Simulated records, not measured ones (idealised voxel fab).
Process module heading - voxel transistor to metal
Cross-sectional view cut (width: 140 nm; square cell size: 5 nm).
Cross-section spec: square-cell grid; bands listed top down; each band is one or more rows.
The band entry comprises the height of the band's top followed by the height of its bottom, expressed in nm, and subsequently the band's materials from left to right, each stated together with its width in nm. Where a single material is marked with the word "edge to edge", that material fills the band from edge to edge. The word "empty" represents empty space.
Height is counted from the level 0, under which the received wafer is composed throughout of one material. The lowest of the bands is not closed at the bottom but continues downward, in the notation "0 and below".
Per-row width for "30 to 40": begins at first number (top row of band), ends at second number (bottom row), increment between rows held constant.
"identical to before" means the step left every cell of the cross-section as it was.
For the entry "Completely sealed voids", the listed items are empty spaces with no open way to the top whose size is 8 cells or more; each item follows the pattern width x height at distance, where distance is from the left edge and all three are in nm.
That trailing text on a step's line, after the settings, is the simulator's own remark on the step.
Regarding "overlay nm": on a step with a mask, it is the distance the mask lay to the right of its planned place; a negative value places it to the left.

## Process steps foreseen in the plan
1,RECEIVE [material Si]
2,CONFORMAL_DEP [material SiO2] [thk nm 5]
3,CONFORMAL_DEP [material SiN] [thk nm 10]
4,MASKED_ETCH [tone cover] [mask id ACTIVE] [width nm 100] [etch materials SiN] [depth nm 10] [overlay nm -5]
5,MASKED_ETCH [tone cover] [mask id ACTIVE] [width nm 100] [etch materials SiO2] [depth nm 5] [overlay nm 0]
6,MASKED_ETCH [tone cover] [mask id ACTIVE] [width nm 100] [etch materials Si] [depth nm 35] [overlay nm 0]
7,FILL_DEP [material SiO2] [thk nm 10]
8,CMP [height nm 15]
9,SELECTIVE_ETCH [etch materials SiO2] [depth nm 5]
10,STRIP [etch materials SiN]
11,SELECTIVE_ETCH [etch materials SiO2] [depth nm 5]
12,OXIDIZE [depth nm 5]
13,DIRECTIONAL_DEP [material polySi] [thk nm 25]
14,DIRECTIONAL_DEP [material SiCN] [thk nm 10]
15,MASKED_ETCH [tone cover] [mask id GATE] [width nm 30] [etch materials SiCN] [depth nm 20] [overlay nm 0]
16,MASKED_ETCH [tone cover] [mask id GATE] [width nm 30] [etch materials polySi] [depth nm 35] [overlay nm 0]
17,CONFORMAL_DEP [material SiN] [thk nm 10]
18,DIRECTIONAL_ETCH [etch materials SiN] [depth nm 10]
19,DIRECTIONAL_ETCH [etch materials SiO2] [depth nm 5]
20,DIRECTIONAL_ETCH [etch materials Si] [depth nm 15]
21,EPI [material SiGe] [thk nm 15]
22,FILL_DEP [material SiO2] [thk nm 10]
23,CMP [height nm 25]
24,STRIP [etch materials polySi]
25,SELECTIVE_ETCH [etch materials SiO2] [depth nm 5]
26,CONFORMAL_DEP [material HfO2] [thk nm 5]
27,CONFORMAL_DEP [material TiN] [thk nm 5]
28,FILL_DEP [material W] [thk nm 10]
29,CMP [height nm 20]
30,DIRECTIONAL_DEP [material SiO2] [thk nm 10]
31,MASKED_ETCH [tone open] [mask id CONTACT] [width nm 15] [pitch nm 75] [etch materials SiO2] [depth nm 20] [overlay nm 0]
32,CONFORMAL_DEP [material TiN] [thk nm 5]
33,FILL_DEP [material W] [thk nm 10]
34,CMP [height nm 30]
35,CONFORMAL_DEP [material SiN] [thk nm 5]
36,DIRECTIONAL_DEP [material lowk] [thk nm 20]
37,MASKED_ETCH [tone open] [mask id METAL_1] [width nm 15] [pitch nm 75] [etch materials lowk] [depth nm 20] [overlay nm 0]
38,MASKED_ETCH [tone open] [mask id METAL_1] [width nm 15] [pitch nm 75] [etch materials SiN] [depth nm 5] [overlay nm 0]
39,CONFORMAL_DEP [material TiN] [thk nm 5]
40,FILL_DEP [material Cu] [thk nm 10]
41,CMP [height nm 55]
42,CONFORMAL_DEP [material SiN] [thk nm 5]
The value of overlay nm given for step 4 in the plan refers to the first wafer; the wafers vary in this setting and are alike at the start.

## Sectional view: first of several wafers, as received, after step 1
	0 and below: Si edge to edge
	Completely sealed voids: none

## Table: wafers, a row each; end-of-module cell change per material since receipt, gain (+), loss (-); then closed voids
overlay nm -5, +8 Cu, +16 HfO2, -94 Si, +50 SiGe, +70 SiN, +136 SiO2, +50 TiN, +12 W, +88 lowk, Completely sealed voids: none
overlay nm 0, +8 Cu, +16 HfO2, -100 Si, +50 SiGe, +70 SiN, +142 SiO2, +50 TiN, +12 W, +88 lowk, Completely sealed voids: none
overlay nm 5, +8 Cu, +16 HfO2, -94 Si, +50 SiGe, +70 SiN, +136 SiO2, +50 TiN, +12 W, +88 lowk, Completely sealed voids: none
